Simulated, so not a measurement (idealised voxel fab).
Title: Process Module voxel lift off
Cross-sectional view cut (width: 220 nm; square cell size: 5 nm).
If you're reading a cross-section in this doc, picture square cells in a grid; it comes to you as bands, top ones listed first down to the bottom, and a band can be one or more rows of cells. Within each band entry, the heights of the top and of the bottom of the band appear first, in that order and in nm; the materials of the band then follow from left to right, each with its corresponding width in nm. The designation "full width" on a single material indicates that it fills the band from edge to edge; the designation "air" indicates empty space. Height is counted from the level 0, under which the received wafer is composed throughout of one material. The lowest of the bands is not closed at the bottom but continues downward, in the notation "0 and below". It should be noted that a width expressed as "30 to 40" varies in equal increments from row to row of cells within the band, taking the value of the first number at the top row and that of the second number at the bottom row. What does "same as before" mean for a step? It means no cell of the cross-section changed in that step. "Completely enclosed voids": empty spaces of 8 cells or more with no open way to the top, each given as width x height at distance, distance from the left edge, all in nm. If you see something after the settings on a step's line, that's the simulator's own remark about that step. Among the settings permitted on a step's line is "overlay nm"; applied to a step with a mask, it specifies the extent to which the mask lay to the right of its planned position, whereas a negative figure signifies a position to the left.

[Intended process steps]
step 1: RECEIVE with material Si
step 2: CONFORMAL_DEP with material SiO2, thk nm 15
step 3: PATTERN with tone open, mask id LINES, material resist, width nm 15, pitch nm 40, thk nm 25, overlay nm 0
step 4: DIRECTIONAL_DEP with material Ru, thk nm 10
step 5: STRIP with etch materials resist
step 6: CONFORMAL_DEP with material SiCN, thk nm 10

[Cross-section of the wafer upon arrival, representing the state reached after step 1]
* 0 and below = Si full width
* Completely enclosed voids: none

[Wafer cross-section at end of module: start and plan as shown above, one execution error]
* 35 down to 25 = SiCN full width
* 25 down to 15 = 60 of Ru  15 of SiCN  25 of Ru  15 of SiCN  25 of Ru  15 of SiCN  65 of Ru
* 15 down to 0 = SiO2 full width
* 0 and below = Si full width
* Completely enclosed voids: none
Heads up, the wafer didn't run the way we planned it: for step 3, the planned setting was not used; the step was instead run as PATTERN with tone cover, mask id LINES, material resist, width nm 15, pitch nm 40, thk nm 25, overlay nm 0
